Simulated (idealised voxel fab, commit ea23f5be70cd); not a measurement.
The following process module bears the name voxel wiring stack.
We display cut, a cross-section 215 nm in width whose square cells are each 5 nm.
Cross-section, as written here: a square-cell grid given band by band from the top down, where a band holds one or more rows of cells. For a band, the entry starts with two heights in nm, that of the top and then that of the bottom, and carries on with the band's materials in order from left to right, each alongside its width in nm; the word "all across" beside a single material means it fills the band edge to edge, and "empty" means empty space. A quick word on heights: they are counted from 0, and under that level the wafer as it came to us is one material throughout. The lowest band is different from the rest in having no bottom; it simply continues downward, written as in "from 0 down". Graded width ("30 to 40"): value in top row of band = first number; value in bottom row = second number; row-to-row change constant. No cell of the cross-section changed in a step that is given as "no alteration". So "Entrapped voids" is basically the list of trapped voids: any empty space of 8 cells or more that can't reach the top through an opening. They're written width x height at distance, the distance being from the left edge, and it's all nm. Note: text after step settings on the step line = simulator remark on that step. overlay nm: on a step with a mask, how far right of its planned place the mask lay; negative means left.

Intended process steps:
- 1: RECEIVE (material Si)
- 2: CONFORMAL_DEP (material SiO2; thk nm 15)
- 3: CONFORMAL_DEP (material SiN; thk nm 5)
- 4: DIRECTIONAL_DEP (material lowk; thk nm 15)
- 5: MASKED_ETCH (tone open; mask id METAL_1; width nm 25; pitch nm 45; etch materials lowk; depth nm 15; overlay nm 0)
- 6: MASKED_ETCH (tone open; mask id METAL_1; width nm 25; pitch nm 45; etch materials SiN; depth nm 5; overlay nm 0)
- 7: CONFORMAL_DEP (material TiN; thk nm 5)
- 8: FILL_DEP (material Cu; thk nm 5)
- 9: CMP (height nm 35)
- 10: CONFORMAL_DEP (material SiCN; thk nm 5)
- 11: DIRECTIONAL_DEP (material SiO2; thk nm 25)
- 12: DIRECTIONAL_DEP (material aC; thk nm 10)
- 13: PATTERN (tone open; mask id METAL_2_HOLES; material resist; width nm 15; pitch nm 45; thk nm 25; overlay nm 0)
- 14: DIRECTIONAL_ETCH (etch materials aC; depth nm 10)
- 15: STRIP (etch materials resist)
- 16: DIRECTIONAL_ETCH (etch materials SiO2; depth nm 25)
- 17: STRIP (etch materials aC)
- 18: MASKED_ETCH (tone open; mask id METAL_2; width nm 25; pitch nm 45; etch materials SiO2; depth nm 15; overlay nm 0)
- 19: MASKED_ETCH (tone open; mask id METAL_2; width nm 25; pitch nm 45; etch materials SiCN; depth nm 5; overlay nm 0)
- 20: CONFORMAL_DEP (material TiN; thk nm 5)
- 21: FILL_DEP (material Ru; thk nm 10)
- 22: CMP (height nm 65)
- 23: CONFORMAL_DEP (material SiCN; thk nm 5)
- 24: DIRECTIONAL_DEP (material SiO2; thk nm 15)
- 25: MASKED_ETCH (tone open; mask id PLUG_2; width nm 15; etch materials SiO2; depth nm 15; overlay nm 0)
- 26: MASKED_ETCH (tone open; mask id PLUG_2; width nm 15; etch materials SiCN; depth nm 5; overlay nm 0)
- 27: EPI (material Ru; thk nm 10)
- 28: EPI (material Ru; thk nm 10)
- 29: DIRECTIONAL_DEP (material TiN; thk nm 5)
- 30: DIRECTIONAL_DEP (material Ru; thk nm 20)
- 31: DIRECTIONAL_DEP (material aC; thk nm 10)
- 32: PATTERN (tone cover; mask id METAL_3; material resist; width nm 25; pitch nm 45; thk nm 25; overlay nm 0)
- 33: DIRECTIONAL_ETCH (etch materials aC; depth nm 10)
- 34: STRIP (etch materials resist)
- 35: DIRECTIONAL_ETCH (etch materials Ru; depth nm 20)
- 36: DIRECTIONAL_ETCH (etch materials TiN; depth nm 5)
- 37: STRIP (etch materials aC)
- 38: FILL_DEP (material SiO2; thk nm 5)
- 39: CMP (height nm 110)
- 40: CONFORMAL_DEP (material SiCN; thk nm 5)
- 41: DIRECTIONAL_DEP (material lowk; thk nm 25)
- 42: MASKED_ETCH (tone open; mask id METAL_4; width nm 25; pitch nm 45; etch materials lowk; depth nm 15; overlay nm 0)
- 43: DIRECTIONAL_DEP (material aC; thk nm 15)
- 44: PATTERN (tone open; mask id METAL_4_HOLES; material resist; width nm 15; thk nm 35; overlay nm 0)
- 45: DIRECTIONAL_ETCH (etch materials aC; depth nm 15)
- 46: STRIP (etch materials resist)
- 47: DIRECTIONAL_ETCH (etch materials lowk; depth nm 10)
- 48: DIRECTIONAL_ETCH (etch materials SiCN; depth nm 5)
- 49: STRIP (etch materials aC)
- 50: CONFORMAL_DEP (material TiN; thk nm 5)
- 51: FILL_DEP (material Cu; thk nm 10)
- 52: CMP (height nm 140)
- 53: CONFORMAL_DEP (material SiCN; thk nm 5)

Incoming wafer in cross-section (state: after step 1):
    from 0 down | Si all across
    Entrapped voids: none

Cross-section, end of module. Start: as above. Plan: as above. Execution: one mistake:
    from 145 to 140 | SiCN all across
    from 140 to 130 | lowk: 70, TiN: 5, Cu: 15, TiN: 5, lowk: 20, TiN: 5, Cu: 15, TiN: 5, lowk: 75
    from 130 to 125 | lowk: 70, TiN: 5, Cu: 5, TiN: 15, lowk: 20, TiN: 25, lowk: 75
    from 125 to 115 | lowk: 70, TiN: 5, Cu: 5, TiN: 5, lowk: 130
    from 115 to 110 | SiCN: 70, TiN: 15, SiCN: 130
    from 110 to 90 | SiO2: 70, Ru: 25, SiO2: 20, Ru: 25, SiO2: 75
    from 90 to 85 | SiO2: 70, TiN: 25, SiO2: 20, TiN: 25, SiO2: 75
    from 85 to 70 | SiO2: 70, Ru: 15, SiO2: 130
    from 70 to 65 | SiCN: 70, Ru: 15, SiCN: 130
    from 65 to 55 | SiO2: 70, TiN: 5, Ru: 15, TiN: 5, SiO2: 20, TiN: 5, Ru: 15, TiN: 5, SiO2: 75
    from 55 to 50 | SiO2: 70, TiN: 5, Ru: 5, TiN: 15, SiO2: 20, TiN: 5, Ru: 5, TiN: 15, SiO2: 75
    from 50 to 40 | SiO2: 70, TiN: 5, Ru: 5, TiN: 5, SiO2: 30, TiN: 5, Ru: 5, TiN: 5, SiO2: 85
    from 40 to 35 | SiCN: 70, TiN: 15, SiCN: 30, TiN: 15, SiCN: 85
    from 35 to 30 | TiN: 75, Cu: 15, TiN: 30, Cu: 15, TiN: 80
    from 30 to 15 | lowk: 70, TiN: 5, Cu: 15, TiN: 5, lowk: 20, TiN: 5, Cu: 15, TiN: 5, lowk: 75
    from 15 to 10 | SiN: 70, TiN: 25, SiN: 20, TiN: 25, SiN: 75
    from 10 to 0 | SiO2 all across
    from 0 down | Si all across
    Entrapped voids: none
Want to know what went wrong? note that step 2 departed from the planned setting and was carried out as CONFORMAL_DEP (material SiO2; thk nm 10)
